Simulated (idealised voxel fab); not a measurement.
process module | voxel self aligned vias
cross-section cut | 230 nm wide | cells 5 nm
A cross-section is a grid of square cells, given in bands from the top down. A band is one or more rows of cells.
Each band's line starts with the height of the band's top and of its bottom, in nm. Then come its materials from left to right, each with its width in nm. One material with "throughout" fills the band from edge to edge. "air" is empty space.
Height 0 is the level under which the wafer as received is all one material. The lowest band goes on downwards, as in "0 down".
A width such as "30 to 40" changes by the same amount from each row of cells to the next, from the band's top row to its bottom row.
"no change" after a step means that no cell of the cross-section changed.
closed voids: empty space of 8 cells or more with no open way to the top, each as width x height at its distance from the left edge, in nm
after a step's settings: what the simulator itself notes on the step
overlay nm, on a step with a mask: how far to the right of its planned place the mask lay; to the left if negative
plan
1 op RECEIVE | material Si
2 op CONFORMAL_DEP | material SiO2 | thk nm 10
3 op CONFORMAL_DEP | material SiCN | thk nm 5
4 op DIRECTIONAL_DEP | material SiO2 | thk nm 30
5 op DIRECTIONAL_DEP | material aC | thk nm 10
6 op PATTERN | tone open | mask id LINES | material resist | width nm 30 | pitch nm 55 | thk nm 30 | overlay nm 0
7 op DIRECTIONAL_ETCH | etch materials aC | depth nm 10
8 op STRIP | etch materials resist
9 op DIRECTIONAL_ETCH | etch materials SiO2 | depth nm 30
10 op STRIP | etch materials aC
11 op CONFORMAL_DEP | material TiN | thk nm 5
12 op FILL_DEP | material Ru | thk nm 5
13 op CMP | height nm 45
14 op SELECTIVE_ETCH | etch materials W Ru TiN | depth nm 10
15 op FILL_DEP | material SiN | thk nm 10
16 op CMP | height nm 45
17 op DIRECTIONAL_DEP | material SiO2 | thk nm 15
18 op DIRECTIONAL_DEP | material aC | thk nm 10
19 op PATTERN | tone open | mask id VIAS | material resist | width nm 40 | thk nm 30 | overlay nm 0
20 op DIRECTIONAL_ETCH | etch materials aC | depth nm 10
21 op STRIP | etch materials resist
22 op DIRECTIONAL_ETCH | etch materials SiO2 | depth nm 5
23 op DIRECTIONAL_ETCH | etch materials SiN | depth nm 10
24 op STRIP | etch materials aC
25 op CONFORMAL_DEP | material TiN | thk nm 5
26 op FILL_DEP | material Cu | thk nm 5
27 op CMP | height nm 60
28 op CONFORMAL_DEP | material SiN | thk nm 5
varied across the wafers: depth nm of step 22. The plan shows the first wafer's value. All wafers start alike
first wafer as received, after step 1
  0 down: Si throughout
  closed voids: none
first wafer at the end, after step 28
  65 to 60: SiN throughout
  60 to 55: SiO2 65 | TiN 40 | SiO2 125
  55 to 45: SiO2 throughout
  45 to 35: SiO2 70 | SiN 30 | SiO2 25 | SiN 30 | SiO2 75
  35 to 20: SiO2 70 | TiN 5 | Ru 20 | TiN 5 | SiO2 25 | TiN 5 | Ru 20 | TiN 5 | SiO2 75
  20 to 15: SiO2 70 | TiN 30 | SiO2 25 | TiN 30 | SiO2 75
  15 to 10: SiCN throughout
  10 to 0: SiO2 throughout
  0 down: Si throughout
  closed voids: none
last wafer at the end
  65 to 60: SiN throughout
  60 to 45: SiO2 65 | TiN 5 | Cu 30 | TiN 5 | SiO2 125
  45 to 40: SiO2 65 | TiN 5 | Cu 30 | TiN 5 | SiO2 20 | SiN 30 | SiO2 75
  40 to 35: SiO2 65 | TiN 40 | SiO2 20 | SiN 30 | SiO2 75
  35 to 30: SiO2 65 | TiN 10 | Ru 20 | TiN 10 | SiO2 20 | TiN 5 | Ru 20 | TiN 5 | SiO2 75
  30 to 20: SiO2 70 | TiN 5 | Ru 20 | TiN 5 | SiO2 25 | TiN 5 | Ru 20 | TiN 5 | SiO2 75
  20 to 15: SiO2 70 | TiN 30 | SiO2 25 | TiN 30 | SiO2 75
  15 to 10: SiCN throughout
  10 to 0: SiO2 throughout
  0 down: Si throughout
  closed voids: none
each wafer at the end: cells of each material gained (+) or lost (-) since it was received, then its closed voids
depth nm 5 | +24 Ru | +46 SiCN | +70 SiN | +426 SiO2 | +32 TiN | closed voids: none
depth nm 10 | +6 Cu | +24 Ru | +46 SiCN | +70 SiN | +418 SiO2 | +34 TiN | closed voids: none
depth nm 15 | +20 Cu | +24 Ru | +46 SiCN | +58 SiN | +410 SiO2 | +40 TiN | closed voids: none
depth nm 20 | +22 Cu | +24 Ru | +46 SiCN | +58 SiN | +408 SiO2 | +40 TiN | closed voids: none
depth nm 25 | +24 Cu | +24 Ru | +46 SiCN | +58 SiN | +406 SiO2 | +40 TiN | closed voids: none
depth nm 30 | +24 Cu | +24 Ru | +46 SiCN | +58 SiN | +404 SiO2 | +42 TiN | closed voids: none
